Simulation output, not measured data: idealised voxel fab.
Process module heading - voxel self aligned contacts
The figure presents cross-section cut, which has a width of 145 nm and is divided into square cells with an edge length of 5 nm.
When this document writes out a cross-section, it uses a grid of square cells and lists it as bands, beginning at the top and moving down, with a band standing for one or more rows of cells. Band: top height; bottom height; in nm. Then, left to right: material with width in nm, for each material. "full width": a single material spanning edge to edge. "air": empty space. We count height from 0. Below that, the starting wafer is all one material. The lowest band never ends at the bottom but goes on down; see "top 0, no bottom" for how that is written. Think of "30..40" as a width that walks from the first number to the second as you go down the band, top row to bottom row, taking equal-sized steps from row to row. Take "nothing changed" at face value: in the step it is given for, the cross-section changed in none of its cells. Enclosed voids (no open way to top), threshold 8 cells or more, entry "Closed internal voids", notation width x height at distance, distance from left edge, nm. Note: text after step settings on the step line = simulator remark on that step. What "overlay nm" on a step's line means: if the step has a mask, that mask lay this far to the right of its planned place, or, when the value is negative, to the left.

Process steps - plan
1 op RECEIVE | material Si
2 op CONFORMAL_DEP | material SiO2 | thk nm 5
3 op DIRECTIONAL_DEP | material polySi | thk nm 20
4 op DIRECTIONAL_DEP | material SiN | thk nm 25
5 op PATTERN | tone cover | mask id GATE | material resist | width nm 30 | pitch nm 70 | thk nm 15 | overlay nm 0
6 op DIRECTIONAL_ETCH | etch materials SiN | depth nm 25
7 op DIRECTIONAL_ETCH | etch materials polySi | depth nm 20
8 op STRIP | etch materials resist
9 op CONFORMAL_DEP | material SiN | thk nm 10
10 op DIRECTIONAL_ETCH | etch materials SiN | depth nm 10
11 op FILL_DEP | material SiO2 | thk nm 15
12 op CMP | height nm 55
13 op MASKED_ETCH | tone open | mask id CONTACT | width nm 50 | etch materials SiO2 | depth nm 55 | overlay nm 0
14 op CONFORMAL_DEP | material TiN | thk nm 5
15 op FILL_DEP | material W | thk nm 10
16 op CMP | height nm 55
17 op CONFORMAL_DEP | material SiCN | thk nm 5

The cross-section here shows the wafer as received, i.e. in its state after step 1
	top 0, no bottom  Si full width
	Closed internal voids: none

Cross-section, first of two wafers, end of module, run as planned
	top 60, bottom 55  SiCN full width
	top 55, bottom 50  45 of SiO2  20 of TiN  10 of W  20 of TiN  50 of SiO2
	top 50, bottom 25  10 of SiO2  50 of SiN  5 of TiN  10 of W  5 of TiN  50 of SiN  15 of SiO2
	top 25, bottom 5  10 of SiO2  10 of SiN  30 of polySi  10 of SiN  5 of TiN  10 of W  5 of TiN  10 of SiN  30 of polySi  10 of SiN  15 of SiO2
	top 5, bottom 0  60 of SiO2  20 of TiN  65 of SiO2
	top 0, no bottom  Si full width
	Closed internal voids: none

Now the second wafer, cross-sectioned at the end of the module. Nothing different at the start, nothing different in the plan compared with the first, just one mistake when it was actually run
	top 60, bottom 55  SiCN full width
	top 55, bottom 50  50 of SiO2  15 of TiN  10 of W  25 of TiN  45 of SiO2
	top 50, bottom 25  10 of SiO2  50 of SiN  5 of TiN  10 of W  5 of TiN  50 of SiN  15 of SiO2
	top 25, bottom 5  10 of SiO2  10 of SiN  30 of polySi  10 of SiN  5 of TiN  10 of W  5 of TiN  10 of SiN  30 of polySi  10 of SiN  15 of SiO2
	top 5, bottom 0  60 of SiO2  20 of TiN  65 of SiO2
	top 0, no bottom  Si full width
	Closed internal voids: none
Against the plan, the run slipped here: not per plan at step 13, really ran op MASKED_ETCH | tone open | mask id CONTACT | width nm 50 | etch materials SiO2 | depth nm 55 | overlay nm 5
Tallied in cells, the final second wafer holds each material in the same quantity as the first, although not at the same places.
